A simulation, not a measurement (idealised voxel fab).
This section sets out a process module, namely voxel capacitor over wiring.
The cross-section on display is named cut; it measures 195 nm wide, and its cells are 5 nm squares.
Cross-section layout: square cells on a grid; listed as bands, top to bottom; a band spans one or more cell rows. Within each band entry, the heights of the top and of the bottom of the band appear first, in that order and in nm; the materials of the band then follow from left to right, each with its corresponding width in nm. The designation "everywhere" on a single material indicates that it fills the band from edge to edge; the designation "empty" indicates empty space. Convention: height 0 is the level below which the wafer, as received, is all one material. The lowest band does not terminate at the bottom but continues downward, represented as "0 and below". It should be noted that a width expressed as "30 to 40" varies in equal increments from row to row of cells within the band, taking the value of the first number at the top row and that of the second number at the bottom row. "nothing was modified" means the step left every cell of the cross-section as it was. "Closed empty spaces": empty spaces of 8 cells or more with no open way to the top, each given as width x height at distance, distance from the left edge, all in nm. The remark found on a step's line after its settings is issued by the simulator itself and pertains to that step. overlay nm: where the mask lay relative to plan, measured to the right, on steps with a mask; negatives go left.
Planned process steps
step 1: RECEIVE with material Si
step 2: CONFORMAL_DEP with material SiO2, thk nm 10
step 3: CONFORMAL_DEP with material SiCN, thk nm 5
step 4: DIRECTIONAL_DEP with material lowk, thk nm 15
step 5: PATTERN with tone open, mask id METAL_1, material resist, width nm 25, pitch nm 80, thk nm 15, overlay nm 0
step 6: DIRECTIONAL_ETCH with etch materials lowk, depth nm 15
step 7: DIRECTIONAL_ETCH with etch materials SiCN, depth nm 5
step 8: STRIP with etch materials resist
step 9: CONFORMAL_DEP with material TiN, thk nm 5
step 10: FILL_DEP with material Cu, thk nm 10
step 11: CMP with height nm 30
step 12: EPI with material Ru, thk nm 5
step 13: FILL_DEP with material SiCN, thk nm 5
step 14: DIRECTIONAL_DEP with material lowk, thk nm 10
step 15: MASKED_ETCH with tone open, mask id PLUG_1, width nm 15, etch materials lowk, depth nm 10, overlay nm 0
step 16: MASKED_ETCH with tone open, mask id PLUG_1, width nm 15, etch materials SiCN, depth nm 5, overlay nm 0
step 17: EPI with material Ru, thk nm 10
step 18: EPI with material Ru, thk nm 5
step 19: DIRECTIONAL_DEP with material TiN, thk nm 10
step 20: DIRECTIONAL_DEP with material SiN, thk nm 5
step 21: DIRECTIONAL_DEP with material TiN, thk nm 10
step 22: DIRECTIONAL_DEP with material aC, thk nm 10
step 23: PATTERN with tone cover, mask id UPPER_PLATE, material resist, width nm 60, thk nm 30, overlay nm 0
step 24: DIRECTIONAL_ETCH with etch materials aC, depth nm 10
step 25: STRIP with etch materials resist
step 26: DIRECTIONAL_ETCH with etch materials TiN, depth nm 10
step 27: DIRECTIONAL_ETCH with etch materials SiN, depth nm 5
step 28: STRIP with etch materials aC
step 29: MASKED_ETCH with tone cover, mask id LOWER_PLATE, width nm 70, etch materials TiN, depth nm 10, overlay nm 0
step 30: FILL_DEP with material SiO2, thk nm 15
step 31: CMP with height nm 85
step 32: PATTERN with tone open, mask id PLUG_2, material resist, width nm 15, thk nm 20, overlay nm 0
step 33: DIRECTIONAL_ETCH with etch materials SiO2, depth nm 10
step 34: STRIP with etch materials resist
step 35: CONFORMAL_DEP with material TiN, thk nm 5
step 36: FILL_DEP with material Cu, thk nm 5
step 37: CMP with height nm 85
step 38: CONFORMAL_DEP with material SiCN, thk nm 5
Wafer, first of two, run as planned
Step 1 complete: cross-section of the wafer as received
    0 and below  Si everywhere
    Closed empty spaces: none
after step 2
    10 down to 0  SiO2 everywhere
    Under 0: no change, same as before.
after step 3
    15 down to 10  SiCN everywhere
    Under 10: no change, same as before.
after step 4
    30 down to 15  lowk everywhere
    Under 15: no change, same as before.
after step 5
    45 down to 30  45 nm resist, then 25 nm empty, then 55 nm resist, then 25 nm empty, then 45 nm resist
    Under 30: no change, same as before.
after step 6
    45 down to 30  45 nm resist, then 25 nm empty, then 55 nm resist, then 25 nm empty, then 45 nm resist
    30 down to 15  45 nm lowk, then 25 nm empty, then 55 nm lowk, then 25 nm empty, then 45 nm lowk
    Under 15: no change, same as before.
after step 7
    45 down to 30  45 nm resist, then 25 nm empty, then 55 nm resist, then 25 nm empty, then 45 nm resist
    30 down to 15  45 nm lowk, then 25 nm empty, then 55 nm lowk, then 25 nm empty, then 45 nm lowk
    15 down to 10  45 nm SiCN, then 25 nm empty, then 55 nm SiCN, then 25 nm empty, then 45 nm SiCN
    Under 10: no change, same as before.
after step 8
    30 down to 15  45 nm lowk, then 25 nm empty, then 55 nm lowk, then 25 nm empty, then 45 nm lowk
    Under 15: no change, same as before.
after step 9
    35 down to 30  50 nm TiN, then 15 nm empty, then 65 nm TiN, then 15 nm empty, then 50 nm TiN
    30 down to 15  45 nm lowk, then 5 nm TiN, then 15 nm empty, then 5 nm TiN, then 55 nm lowk, then 5 nm TiN, then 15 nm empty, then 5 nm TiN, then 45 nm lowk
    15 down to 10  45 nm SiCN, then 25 nm TiN, then 55 nm SiCN, then 25 nm TiN, then 45 nm SiCN
    Under 10: no change, same as before.
after step 10
    45 down to 35  Cu everywhere
    35 down to 30  50 nm TiN, then 15 nm Cu, then 65 nm TiN, then 15 nm Cu, then 50 nm TiN
    30 down to 15  45 nm lowk, then 5 nm TiN, then 15 nm Cu, then 5 nm TiN, then 55 nm lowk, then 5 nm TiN, then 15 nm Cu, then 5 nm TiN, then 45 nm lowk
    Under 15: no change, same as before.
after step 11
    30 down to 15  45 nm lowk, then 5 nm TiN, then 15 nm Cu, then 5 nm TiN, then 55 nm lowk, then 5 nm TiN, then 15 nm Cu, then 5 nm TiN, then 45 nm lowk
    Under 15: no change, same as before.
after step 12
    35 down to 30  40 nm empty, then 35 nm Ru, then 45 nm empty, then 35 nm Ru, then 40 nm empty
    Under 30: no change, same as before.
after step 13
    40 down to 35  SiCN everywhere
    35 down to 30  40 nm SiCN, then 35 nm Ru, then 45 nm SiCN, then 35 nm Ru, then 40 nm SiCN
    Under 30: no change, same as before.
after step 14
    50 down to 40  lowk everywhere
    Under 40: no change, same as before.
after step 15
    50 down to 40  55 nm lowk, then 15 nm empty, then 125 nm lowk
    Under 40: no change, same as before.
after step 16
    50 down to 40  55 nm lowk, then 15 nm empty, then 125 nm lowk
    40 down to 35  55 nm SiCN, then 15 nm empty, then 125 nm SiCN
    Under 35: no change, same as before.
after step 17
    50 down to 45  55 nm lowk, then 15 nm empty, then 125 nm lowk
    45 down to 40  55 nm lowk, then 15 nm Ru, then 125 nm lowk
    40 down to 35  55 nm SiCN, then 15 nm Ru, then 125 nm SiCN
    Under 35: no change, same as before.
after step 18
    50 down to 40  55 nm lowk, then 15 nm Ru, then 125 nm lowk
    Under 40: no change, same as before.
after step 19
    60 down to 50  TiN everywhere
    Under 50: no change, same as before.
after step 20
    65 down to 60  SiN everywhere
    Under 60: no change, same as before.
after step 21
    75 down to 65  TiN everywhere
    Under 65: no change, same as before.
after step 22
    85 down to 75  aC everywhere
    Under 75: no change, same as before.
after step 23
    115 down to 85  55 nm empty, then 60 nm resist, then 80 nm empty
    Under 85: no change, same as before.
after step 24
    105 down to 85  55 nm empty, then 60 nm resist, then 80 nm empty
    85 down to 75  55 nm empty, then 60 nm aC, then 80 nm empty
    Under 75: no change, same as before.
after step 25
    85 down to 75  55 nm empty, then 60 nm aC, then 80 nm empty
    Under 75: no change, same as before.
after step 26
    85 down to 75  55 nm empty, then 60 nm aC, then 80 nm empty
    75 down to 65  55 nm empty, then 60 nm TiN, then 80 nm empty
    Under 65: no change, same as before.
after step 27
    85 down to 75  55 nm empty, then 60 nm aC, then 80 nm empty
    75 down to 65  55 nm empty, then 60 nm TiN, then 80 nm empty
    65 down to 60  55 nm empty, then 60 nm SiN, then 80 nm empty
    Under 60: no change, same as before.
after step 28
    75 down to 65  55 nm empty, then 60 nm TiN, then 80 nm empty
    Under 65: no change, same as before.
after step 29
    75 down to 65  55 nm empty, then 60 nm TiN, then 80 nm empty
    65 down to 60  55 nm empty, then 60 nm SiN, then 80 nm empty
    60 down to 50  50 nm empty, then 70 nm TiN, then 75 nm empty
    Under 50: no change, same as before.
after step 30
    90 down to 75  SiO2 everywhere
    75 down to 65  55 nm SiO2, then 60 nm TiN, then 80 nm SiO2
    65 down to 60  55 nm SiO2, then 60 nm SiN, then 80 nm SiO2
    60 down to 50  50 nm SiO2, then 70 nm TiN, then 75 nm SiO2
    Under 50: no change, same as before.
after step 31
    85 down to 75  SiO2 everywhere
    Under 75: no change, same as before.
after step 32
    105 down to 85  65 nm resist, then 15 nm empty, then 115 nm resist
    Under 85: no change, same as before.
after step 33
    105 down to 85  65 nm resist, then 15 nm empty, then 115 nm resist
    85 down to 75  65 nm SiO2, then 15 nm empty, then 115 nm SiO2
    Under 75: no change, same as before.
after step 34
    85 down to 75  65 nm SiO2, then 15 nm empty, then 115 nm SiO2
    Under 75: no change, same as before.
after step 35
    90 down to 85  70 nm TiN, then 5 nm empty, then 120 nm TiN
    85 down to 80  65 nm SiO2, then 5 nm TiN, then 5 nm empty, then 5 nm TiN, then 115 nm SiO2
    80 down to 75  65 nm SiO2, then 15 nm TiN, then 115 nm SiO2
    Under 75: no change, same as before.
after step 36
    95 down to 90  Cu everywhere
    90 down to 85  70 nm TiN, then 5 nm Cu, then 120 nm TiN
    85 down to 80  65 nm SiO2, then 5 nm TiN, then 5 nm Cu, then 5 nm TiN, then 115 nm SiO2
    Under 80: no change, same as before.
after step 37
    85 down to 80  65 nm SiO2, then 5 nm TiN, then 5 nm Cu, then 5 nm TiN, then 115 nm SiO2
    Under 80: no change, same as before.
after step 38
    90 down to 85  SiCN everywhere
    Under 85: no change, same as before.
The remaining wafer, second of the two, started like the first and was run to the same plan, except that one mistake was made along the way; the two coincide through step 16, inclusive
X-section, second wafer, when step 17 was due to finish
    55 down to 50  50 nm empty, then 25 nm Ru, then 120 nm empty
    50 down to 40  55 nm lowk, then 15 nm Ru, then 125 nm lowk
    40 down to 35  55 nm SiCN, then 15 nm Ru, then 125 nm SiCN
    Under 35: no change, same as before.
X-section, second wafer, when step 18 was due to finish
    60 down to 50  45 nm empty, then 35 nm Ru, then 115 nm empty
    Under 50: no change, same as before.
X-section, second wafer, when step 19 was due to finish
    70 down to 60  45 nm empty, then 35 nm TiN, then 115 nm empty
    60 down to 50  45 nm TiN, then 35 nm Ru, then 115 nm TiN
    Under 50: no change, same as before.
X-section, second wafer, when step 20 was due to finish
    75 down to 70  45 nm empty, then 35 nm SiN, then 115 nm empty
    70 down to 65  45 nm empty, then 35 nm TiN, then 115 nm empty
    65 down to 60  45 nm SiN, then 35 nm TiN, then 115 nm SiN
    Under 60: no change, same as before.
X-section, second wafer, when step 21 was due to finish
    85 down to 75  45 nm empty, then 35 nm TiN, then 115 nm empty
    75 down to 70  45 nm TiN, then 35 nm SiN, then 115 nm TiN
    70 down to 65  TiN everywhere
    Under 65: no change, same as before.
X-section, second wafer, when step 22 was due to finish
    95 down to 85  45 nm empty, then 35 nm aC, then 115 nm empty
    85 down to 75  45 nm aC, then 35 nm TiN, then 115 nm aC
    Under 75: no change, same as before.
X-section, second wafer, when step 23 was due to finish
    125 down to 95  55 nm empty, then 60 nm resist, then 80 nm empty
    95 down to 85  45 nm empty, then 35 nm aC, then 35 nm resist, then 80 nm empty
    Under 85: no change, same as before.
X-section, second wafer, when step 24 was due to finish
    115 down to 95  55 nm empty, then 60 nm resist, then 80 nm empty
    95 down to 85  55 nm empty, then 25 nm aC, then 35 nm resist, then 80 nm empty
    85 down to 75  45 nm empty, then 35 nm TiN, then 35 nm aC, then 80 nm empty
    Under 75: no change, same as before.
X-section, second wafer, when step 25 was due to finish
    95 down to 85  55 nm empty, then 25 nm aC, then 115 nm empty
    Under 85: no change, same as before.
X-section, second wafer, when step 26 was due to finish
    95 down to 85  55 nm empty, then 25 nm aC, then 115 nm empty
    85 down to 75  55 nm empty, then 25 nm TiN, then 35 nm aC, then 80 nm empty
    75 down to 70  45 nm empty, then 35 nm SiN, then 35 nm TiN, then 80 nm empty
    70 down to 65  45 nm empty, then 70 nm TiN, then 80 nm empty
    Under 65: no change, same as before.
X-section, second wafer, when step 27 was due to finish
    95 down to 85  55 nm empty, then 25 nm aC, then 115 nm empty
    85 down to 75  55 nm empty, then 25 nm TiN, then 35 nm aC, then 80 nm empty
    75 down to 70  55 nm empty, then 25 nm SiN, then 35 nm TiN, then 80 nm empty
    70 down to 65  45 nm empty, then 70 nm TiN, then 80 nm empty
    65 down to 60  45 nm empty, then 35 nm TiN, then 35 nm SiN, then 80 nm empty
    Under 60: no change, same as before.
X-section, second wafer, when step 28 was due to finish
    85 down to 75  55 nm empty, then 25 nm TiN, then 115 nm empty
    Under 75: no change, same as before.
X-section, second wafer, when step 29 was due to finish
    85 down to 75  55 nm empty, then 25 nm TiN, then 115 nm empty
    75 down to 70  55 nm empty, then 25 nm SiN, then 35 nm TiN, then 80 nm empty
    70 down to 65  50 nm empty, then 65 nm TiN, then 80 nm empty
    65 down to 60  50 nm empty, then 30 nm TiN, then 35 nm SiN, then 80 nm empty
    60 down to 50  45 nm empty, then 35 nm Ru, then 40 nm TiN, then 75 nm empty
    Under 50: no change, same as before.
X-section, second wafer, when step 30 was due to finish
    100 down to 85  SiO2 everywhere
    85 down to 75  55 nm SiO2, then 25 nm TiN, then 115 nm SiO2
    75 down to 70  55 nm SiO2, then 25 nm SiN, then 35 nm TiN, then 80 nm SiO2
    70 down to 65  50 nm SiO2, then 65 nm TiN, then 80 nm SiO2
    65 down to 60  50 nm SiO2, then 30 nm TiN, then 35 nm SiN, then 80 nm SiO2
    60 down to 50  45 nm SiO2, then 35 nm Ru, then 40 nm TiN, then 75 nm SiO2
    Under 50: no change, same as before.
X-section, second wafer, when step 31 was due to finish
    85 down to 75  55 nm SiO2, then 25 nm TiN, then 115 nm SiO2
    Under 75: no change, same as before.
X-section, second wafer, when step 32 was due to finish
    105 down to 85  65 nm resist, then 15 nm empty, then 115 nm resist
    Under 85: no change, same as before.
X-section, second wafer, when step 33 was due to finish: nothing was modified
X-section, second wafer, when step 34 was due to finish
    85 down to 75  55 nm SiO2, then 25 nm TiN, then 115 nm SiO2
    Under 75: no change, same as before.
X-section, second wafer, when step 35 was due to finish
    90 down to 85  TiN everywhere
    Under 85: no change, same as before.
X-section, second wafer, when step 36 was due to finish
    95 down to 90  Cu everywhere
    Under 90: no change, same as before.
X-section, second wafer, when step 37 was due to finish
    85 down to 75  55 nm SiO2, then 25 nm TiN, then 115 nm SiO2
    Under 75: no change, same as before.
X-section, second wafer, when step 38 was due to finish
    90 down to 85  SiCN everywhere
    Under 85: no change, same as before.
Plan not followed: step 17 in the plan was executed twice
Wrapping up, a cell-based count of both wafers puts the second over or under the first for these materials: 1 fewer of Cu, 14 more of Ru, 8 fewer of SiO2, 5 fewer of TiN
